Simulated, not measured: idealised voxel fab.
The process module presented herein is designated voxel ribs on slabs.
Cross-sectional view cut (width: 200 nm; square cell size: 5 nm).
This document writes a cross-section as a grid whose cells are square, and gives it as bands, listed from the top down; one or more rows of cells form a band. For a band, the entry starts with two heights in nm, that of the top and then that of the bottom, and carries on with the band's materials in order from left to right, each alongside its width in nm; the word "all across" beside a single material means it fills the band edge to edge, and "blank" means empty space. Heads up on the height convention: 0 is the point under which the incoming wafer is all one material, and the lowest band has no bottom, it just keeps going down, like "0 nm and below". Top row gets the first number, bottom row gets the second, and each row in between changes by the same step: that is how a band width like "30..40" works. What does "no modifications" mean for a step? It means no cell of the cross-section changed in that step. For the entry "Entrapped void list", the listed items are empty spaces with no open way to the top whose size is 8 cells or more; each item follows the pattern width x height at distance, where distance is from the left edge and all three are in nm. Anything after a step's settings on that line? It's the simulator's own note about the step. overlay nm, on a step with a mask: how far to the right of its planned place the mask lay; to the left if negative.
## plan
1) RECEIVE | material Si
2) DIRECTIONAL_DEP | material SiO2 | thk nm 30
3) DIRECTIONAL_DEP | material SiN | thk nm 15
4) PATTERN | tone cover | mask id RIB | material resist | width nm 30 | thk nm 20 | overlay nm 0
5) DIRECTIONAL_ETCH | etch materials SiN | depth nm 5
6) STRIP | etch materials resist
7) PATTERN | tone cover | mask id SLAB | material resist | width nm 70 | thk nm 20 | overlay nm 0
8) DIRECTIONAL_ETCH | etch materials SiN | depth nm 10
9) STRIP | etch materials resist
10) FILL_DEP | material SiO2 | thk nm 25
11) CMP | height nm 60
12) DIRECTIONAL_DEP | material TiN | thk nm 5
13) PATTERN | tone cover | mask id HEATER | material resist | width nm 40 | thk nm 15 | overlay nm 0
14) DIRECTIONAL_ETCH | etch materials TiN | depth nm 5
15) STRIP | etch materials resist
16) CONFORMAL_DEP | material SiO2 | thk nm 10
## Wafer as received: cross-section following step 1
	0 nm and below = Si all across
	Entrapped void list: none
## Post-module cross-section: identical start and plan to those above, one misstep in execution
	75 nm to 70 nm = blank (70) / SiO2 (60) / blank (70)
	70 nm to 65 nm = SiO2 all across
	65 nm to 60 nm = SiO2 (80) / TiN (40) / SiO2 (80)
	60 nm to 40 nm = SiO2 all across
	40 nm to 30 nm = SiO2 (65) / SiN (20) / SiO2 (30) / SiN (20) / SiO2 (65)
	30 nm to 0 nm = SiO2 all across
	0 nm and below = Si all across
	Entrapped void list: none
So what did we get wrong on this run? contrary to the plan, steps 3 and 4 were processed in exchanged order
